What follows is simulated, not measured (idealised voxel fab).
Title: Process Module voxel plated lines
Displayed cross-section: cut, width of 220 nm, square cells sized 5 nm.
When this document writes out a cross-section, it uses a grid of square cells and lists it as bands, beginning at the top and moving down, with a band standing for one or more rows of cells.
Quick guide to a band line: top height, bottom height (nm) up front; then every material left to right with its width in nm. Only one material and it's marked "throughout"? Then it fills the band edge to edge. And "air" just means empty space.
Below 0: as-received wafer, all one material; heights counted from there. Lowest band: no bottom, goes on down, written "0 -> down".
The two numbers in a width such as "30..40" mark its ends across the band: the first belongs to the top row of cells, the second to the bottom row, and from each row to the next the width moves by the same amount.
Any step labelled "remained unchanged" changed none of the cells in the cross-section.
Listed in "Closed-off voids": every empty space of 8 or more cells without an open way to the top. Form: width x height at distance, the distance being from the left edge, all in nm.
Heads up: the bit after the settings on a step's line is the simulator's remark on that step.
You can add "overlay nm" to a step's line. For a step with a mask, it describes how far the mask lay to the right of its planned position, and a negative number describes a lay to the left.
-- Process steps (planned)
- 1: RECEIVE: material Si
- 2: CONFORMAL_DEP: material Al2O3, thk nm 15
- 3: DIRECTIONAL_DEP: material TiN, thk nm 5
- 4: PATTERN: tone open, mask id LINES, material resist, width nm 15, pitch nm 30, thk nm 40, overlay nm 0
- 5: EPI: material Ru, thk nm 5
- 6: EPI: material Ru, thk nm 10
- 7: EPI: material Ru, thk nm 5
- 8: STRIP: etch materials resist
- 9: DIRECTIONAL_ETCH: etch materials TiN, depth nm 5
- 10: CONFORMAL_DEP: material SiCN, thk nm 5
-- First of two wafers - as planned
-- Here's what the wafer looked like in cross-section when it arrived - that's after step 1
0 -> down | Si throughout
Closed-off voids: none
-- How the wafer stands in section after step 2
15 -> 0 | Al2O3 throughout
Rest of section, below 0: as before.
-- How the wafer stands in section after step 3
20 -> 15 | TiN throughout
Rest of section, below 15: as before.
-- How the wafer stands in section after step 4
60 -> 20 | resist=70 / air=15 / resist=15 / air=15 / resist=15 / air=15 / resist=75
Rest of section, below 20: as before.
-- How the wafer stands in section after step 5
60 -> 25 | resist=70 / air=15 / resist=15 / air=15 / resist=15 / air=15 / resist=75
25 -> 20 | resist=70 / Ru=15 / resist=15 / Ru=15 / resist=15 / Ru=15 / resist=75
Rest of section, below 20: as before.
-- How the wafer stands in section after step 6
60 -> 35 | resist=70 / air=15 / resist=15 / air=15 / resist=15 / air=15 / resist=75
35 -> 20 | resist=70 / Ru=15 / resist=15 / Ru=15 / resist=15 / Ru=15 / resist=75
Rest of section, below 20: as before.
-- How the wafer stands in section after step 7
60 -> 40 | resist=70 / air=15 / resist=15 / air=15 / resist=15 / air=15 / resist=75
40 -> 20 | resist=70 / Ru=15 / resist=15 / Ru=15 / resist=15 / Ru=15 / resist=75
Rest of section, below 20: as before.
-- How the wafer stands in section after step 8
40 -> 20 | air=70 / Ru=15 / air=15 / Ru=15 / air=15 / Ru=15 / air=75
Rest of section, below 20: as before.
-- How the wafer stands in section after step 9
40 -> 20 | air=70 / Ru=15 / air=15 / Ru=15 / air=15 / Ru=15 / air=75
20 -> 15 | air=70 / TiN=15 / air=15 / TiN=15 / air=15 / TiN=15 / air=75
Rest of section, below 15: as before.
-- How the wafer stands in section after step 10
45 -> 40 | air=65 / SiCN=25 / air=5 / SiCN=25 / air=5 / SiCN=25 / air=70
40 -> 20 | air=65 / SiCN=5 / Ru=15 / SiCN=5 / air=5 / SiCN=5 / Ru=15 / SiCN=5 / air=5 / SiCN=5 / Ru=15 / SiCN=5 / air=70
20 -> 15 | SiCN=70 / TiN=15 / SiCN=15 / TiN=15 / SiCN=15 / TiN=15 / SiCN=75
Rest of section, below 15: as before.
-- Notes, second wafer: start = first wafer's, plan = first wafer's, execution had one mistake; history identical to first through step 2
-- Cross-section of the second wafer when, according to plan, step 3 should have finished
20 -> 15 | Ru throughout
Rest of section, below 15: as before.
-- Cross-section of the second wafer when, according to plan, step 4 should have finished
60 -> 20 | resist=70 / air=15 / resist=15 / air=15 / resist=15 / air=15 / resist=75
Rest of section, below 20: as before.
-- Cross-section of the second wafer when, according to plan, step 5 should have finished
60 -> 25 | resist=70 / air=15 / resist=15 / air=15 / resist=15 / air=15 / resist=75
25 -> 20 | resist=70 / Ru=15 / resist=15 / Ru=15 / resist=15 / Ru=15 / resist=75
Rest of section, below 20: as before.
-- Cross-section of the second wafer when, according to plan, step 6 should have finished
60 -> 35 | resist=70 / air=15 / resist=15 / air=15 / resist=15 / air=15 / resist=75
35 -> 20 | resist=70 / Ru=15 / resist=15 / Ru=15 / resist=15 / Ru=15 / resist=75
Rest of section, below 20: as before.
-- Cross-section of the second wafer when, according to plan, step 7 should have finished
60 -> 40 | resist=70 / air=15 / resist=15 / air=15 / resist=15 / air=15 / resist=75
40 -> 20 | resist=70 / Ru=15 / resist=15 / Ru=15 / resist=15 / Ru=15 / resist=75
Rest of section, below 20: as before.
-- Cross-section of the second wafer when, according to plan, step 8 should have finished
40 -> 20 | air=70 / Ru=15 / air=15 / Ru=15 / air=15 / Ru=15 / air=75
Rest of section, below 20: as before.
Cross-section of the second wafer when, according to plan, step 9 should have finished: remained unchanged
-- Cross-section of the second wafer when, according to plan, step 10 should have finished
45 -> 40 | air=65 / SiCN=25 / air=5 / SiCN=25 / air=5 / SiCN=25 / air=70
40 -> 25 | air=65 / SiCN=5 / Ru=15 / SiCN=5 / air=5 / SiCN=5 / Ru=15 / SiCN=5 / air=5 / SiCN=5 / Ru=15 / SiCN=5 / air=70
25 -> 20 | SiCN=70 / Ru=15 / SiCN=15 / Ru=15 / SiCN=15 / Ru=15 / SiCN=75
Rest of section, below 20: as before.
Where did the run depart from the plan? step 3 did not use the planned setting and instead ran as DIRECTIONAL_DEP: material Ru, thk nm 5
The second wafer ends with more or fewer cells of some materials than the first, per final count: 44 more of Ru; 6 fewer of SiCN; 9 fewer of TiN
